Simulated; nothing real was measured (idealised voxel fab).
Module name: voxel plated lines (process module)
The width of the displayed cross-section, cut, is 180 nm; its cells are square, with a size of 5 nm.
Cross-section, as written here: a square-cell grid given band by band from the top down, where a band holds one or more rows of cells.
Band: top height; bottom height; in nm. Then, left to right: material with width in nm, for each material. "full width": a single material spanning edge to edge. "empty": empty space.
Zero point of the height axis is 0; under it, received wafer = one material. Lowest band: continues down indefinitely, "0 and below".
The expression "30->40" gives the width at the extremes of the band, the first number at its top row of cells and the second at its bottom row, with the width changing by equal amounts from each row to the next in between.
Key: "nothing different" - step with no changed cell in the cross-section.
Closed-off voids of 8+ cells (no open route to the top) go in "Completely enclosed voids", written width x height at distance from the left edge, in nm.
Anything after a step's settings on that line? It's the simulator's own note about the step.
overlay nm: step with mask; distance mask lay right of planned place; negative value = left of planned place.
Planned step list for the process:
1) RECEIVE, material Si
2) CONFORMAL_DEP, material SiN, thk nm 10
3) DIRECTIONAL_DEP, material TiN, thk nm 5
4) PATTERN, tone open, mask id LINES, material resist, width nm 25, pitch nm 40, thk nm 40, overlay nm 0
5) EPI, material Ru, thk nm 10
6) EPI, material Ru, thk nm 10
7) EPI, material Ru, thk nm 5
8) STRIP, etch materials resist
9) DIRECTIONAL_ETCH, etch materials TiN, depth nm 5
10) CONFORMAL_DEP, material SiN, thk nm 10
Cross-section of the wafer at receipt, which is the condition after step 1:
- 0 and below  Si full width
- Completely enclosed voids: none
Cross-section at module end, one run error; start and plan unchanged from above:
- 40 down to 30  empty: 45 / SiN: 85 / empty: 50
- 30 down to 10  empty: 45 / SiN: 10 / Ru: 25 / SiN: 15 / Ru: 25 / SiN: 10 / empty: 50
- 10 down to 5  SiN: 55 / Ru: 25 / SiN: 15 / Ru: 25 / SiN: 60
- 5 down to 0  SiN: 55 / TiN: 25 / SiN: 15 / TiN: 25 / SiN: 60
- 0 and below  Si full width
- Completely enclosed voids: none
Plan not followed: step 2 in the plan did not get run; it was skipped
